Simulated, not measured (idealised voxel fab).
This section sets out a process module, namely voxel ribs on slabs.
FYI the section here is cut, 190 nm wide, cells are 5 nm squares.
If you're reading a cross-section in this doc, picture square cells in a grid; it comes to you as bands, top ones listed first down to the bottom, and a band can be one or more rows of cells.
Band: top and bottom heights (nm) first, top before bottom; then materials from left to right, widths in nm. "full width" marks a sole material filling the band edge to edge. "blank" denotes empty space.
Heads up on the height convention: 0 is the point under which the incoming wafer is all one material, and the lowest band has no bottom, it just keeps going down, like "from 0 down".
You'd read "30..40" like this: the band's top row of cells is as wide as the first number, its bottom row is as wide as the second, and going down, every row changes width by the same amount as the row before did.
Where a step carries "remained the same", the cross-section came out of it unchanged, cell for cell.
"Enclosed void entries" - sealed voids, min. 8 cells, no opening to top; format: width x height at distance (distance from left edge; nm throughout).
On each step's line, the part that comes after the settings is the simulator's own comment on the step.
overlay nm: step with mask; distance mask lay right of planned place; negative value = left of planned place.

-- Process steps - plan
1) RECEIVE, material Si
2) DIRECTIONAL_DEP, material SiO2, thk nm 20
3) DIRECTIONAL_DEP, material SiN, thk nm 20
4) DIRECTIONAL_DEP, material aC, thk nm 10
5) PATTERN, tone cover, mask id RIB, material resist, width nm 15, thk nm 25, overlay nm 0
6) DIRECTIONAL_ETCH, etch materials aC, depth nm 10
7) STRIP, etch materials resist
8) DIRECTIONAL_ETCH, etch materials SiN, depth nm 15
9) STRIP, etch materials aC
10) PATTERN, tone cover, mask id SLAB, material resist, width nm 65, thk nm 20, overlay nm 0
11) DIRECTIONAL_ETCH, etch materials SiN, depth nm 5
12) STRIP, etch materials resist
13) FILL_DEP, material SiO2, thk nm 20
14) CMP, height nm 50
15) DIRECTIONAL_DEP, material W, thk nm 10
16) PATTERN, tone cover, mask id HEATER, material resist, width nm 25, thk nm 15, overlay nm 0
17) DIRECTIONAL_ETCH, etch materials W, depth nm 10
18) STRIP, etch materials resist
19) CONFORMAL_DEP, material SiN, thk nm 5

-- On the first of the two wafers: run conducted according to plan

-- Cross-section of the wafer upon arrival, representing the state reached after step 1
  from 0 down | Si full width
  Enclosed void entries: none

-- Cross-sectional representation of the wafer at the conclusion of step 2
  from 20 to 0 | SiO2 full width
  Below 0, no change.

-- Cross-sectional representation of the wafer at the conclusion of step 3
  from 40 to 20 | SiN full width
  Below 20, no change.

-- Cross-sectional representation of the wafer at the conclusion of step 4
  from 50 to 40 | aC full width
  Below 40, no change.

-- Cross-sectional representation of the wafer at the conclusion of step 5
  from 75 to 50 | 85 of blank / 15 of resist / 90 of blank
  Below 50, no change.

-- Cross-sectional representation of the wafer at the conclusion of step 6
  from 65 to 50 | 85 of blank / 15 of resist / 90 of blank
  from 50 to 40 | 85 of blank / 15 of aC / 90 of blank
  Below 40, no change.

-- Cross-sectional representation of the wafer at the conclusion of step 7
  from 50 to 40 | 85 of blank / 15 of aC / 90 of blank
  Below 40, no change.

-- Cross-sectional representation of the wafer at the conclusion of step 8
  from 50 to 40 | 85 of blank / 15 of aC / 90 of blank
  from 40 to 25 | 85 of blank / 15 of SiN / 90 of blank
  Below 25, no change.

-- Cross-sectional representation of the wafer at the conclusion of step 9
  from 40 to 25 | 85 of blank / 15 of SiN / 90 of blank
  Below 25, no change.

-- Cross-sectional representation of the wafer at the conclusion of step 10
  from 60 to 40 | 60 of blank / 65 of resist / 65 of blank
  from 40 to 25 | 60 of blank / 25 of resist / 15 of SiN / 25 of resist / 65 of blank
  Below 25, no change.

-- Cross-sectional representation of the wafer at the conclusion of step 11
  from 60 to 40 | 60 of blank / 65 of resist / 65 of blank
  from 40 to 25 | 60 of blank / 25 of resist / 15 of SiN / 25 of resist / 65 of blank
  from 25 to 20 | 60 of blank / 65 of SiN / 65 of blank
  Below 20, no change.

-- Cross-sectional representation of the wafer at the conclusion of step 12
  from 40 to 25 | 85 of blank / 15 of SiN / 90 of blank
  Below 25, no change.

-- Cross-sectional representation of the wafer at the conclusion of step 13
  from 60 to 40 | SiO2 full width
  from 40 to 25 | 85 of SiO2 / 15 of SiN / 90 of SiO2
  from 25 to 20 | 60 of SiO2 / 65 of SiN / 65 of SiO2
  Below 20, no change.

-- Cross-sectional representation of the wafer at the conclusion of step 14
  from 50 to 40 | SiO2 full width
  Below 40, no change.

-- Cross-sectional representation of the wafer at the conclusion of step 15
  from 60 to 50 | W full width
  Below 50, no change.

-- Cross-sectional representation of the wafer at the conclusion of step 16
  from 75 to 60 | 80 of blank / 25 of resist / 85 of blank
  Below 60, no change.

-- Cross-sectional representation of the wafer at the conclusion of step 17
  from 75 to 60 | 80 of blank / 25 of resist / 85 of blank
  from 60 to 50 | 80 of blank / 25 of W / 85 of blank
  Below 50, no change.

-- Cross-sectional representation of the wafer at the conclusion of step 18
  from 60 to 50 | 80 of blank / 25 of W / 85 of blank
  Below 50, no change.

-- Cross-sectional representation of the wafer at the conclusion of step 19
  from 65 to 60 | 75 of blank / 35 of SiN / 80 of blank
  from 60 to 55 | 75 of blank / 5 of SiN / 25 of W / 5 of SiN / 80 of blank
  from 55 to 50 | 80 of SiN / 25 of W / 85 of SiN
  Below 50, no change.

-- Second wafer. Start and plan as for the first. One mistake made in running. Agrees with the first up to and including step 2

-- Cross-section of the second wafer corresponding to the planned conclusion of step 3
  from 30 to 20 | aC full width
  Below 20, no change.

-- Cross-section of the second wafer corresponding to the planned conclusion of step 4
  from 50 to 30 | SiN full width
  Below 30, no change.

-- Cross-section of the second wafer corresponding to the planned conclusion of step 5
  from 75 to 50 | 85 of blank / 15 of resist / 90 of blank
  Below 50, no change.

-- Cross-section of the second wafer corresponding to the planned conclusion of step 6
  from 65 to 50 | 85 of blank / 15 of resist / 90 of blank
  Below 50, no change.

-- Cross-section of the second wafer corresponding to the planned conclusion of step 7
  from 50 to 30 | SiN full width
  Below 30, no change.

-- Cross-section of the second wafer corresponding to the planned conclusion of step 8
  from 35 to 30 | SiN full width
  Below 30, no change.

Cross-section of the second wafer corresponding to the planned conclusion of step 9: remained the same

-- Cross-section of the second wafer corresponding to the planned conclusion of step 10
  from 55 to 35 | 60 of blank / 65 of resist / 65 of blank
  Below 35, no change.

-- Cross-section of the second wafer corresponding to the planned conclusion of step 11
  from 55 to 35 | 60 of blank / 65 of resist / 65 of blank
  from 35 to 30 | 60 of blank / 65 of SiN / 65 of blank
  Below 30, no change.

-- Cross-section of the second wafer corresponding to the planned conclusion of step 12
  from 35 to 30 | 60 of blank / 65 of SiN / 65 of blank
  Below 30, no change.

-- Cross-section of the second wafer corresponding to the planned conclusion of step 13
  from 55 to 35 | SiO2 full width
  from 35 to 30 | 60 of SiO2 / 65 of SiN / 65 of SiO2
  Below 30, no change.

-- Cross-section of the second wafer corresponding to the planned conclusion of step 14
  from 50 to 35 | SiO2 full width
  Below 35, no change.

-- Cross-section of the second wafer corresponding to the planned conclusion of step 15
  from 60 to 50 | W full width
  Below 50, no change.

-- Cross-section of the second wafer corresponding to the planned conclusion of step 16
  from 75 to 60 | 80 of blank / 25 of resist / 85 of blank
  Below 60, no change.

-- Cross-section of the second wafer corresponding to the planned conclusion of step 17
  from 75 to 60 | 80 of blank / 25 of resist / 85 of blank
  from 60 to 50 | 80 of blank / 25 of W / 85 of blank
  Below 50, no change.

-- Cross-section of the second wafer corresponding to the planned conclusion of step 18
  from 60 to 50 | 80 of blank / 25 of W / 85 of blank
  Below 50, no change.

-- Cross-section of the second wafer corresponding to the planned conclusion of step 19
  from 65 to 60 | 75 of blank / 35 of SiN / 80 of blank
  from 60 to 55 | 75 of blank / 5 of SiN / 25 of W / 5 of SiN / 80 of blank
  from 55 to 50 | 80 of SiN / 25 of W / 85 of SiN
  Below 50, no change.
Deviation from plan: contrary to the plan, steps 3 and 4 were processed in exchanged order
Per the end-of-run cell counts, the second wafer holds more or fewer of some materials than the first: -9 SiN | -67 SiO2 | +76 aC
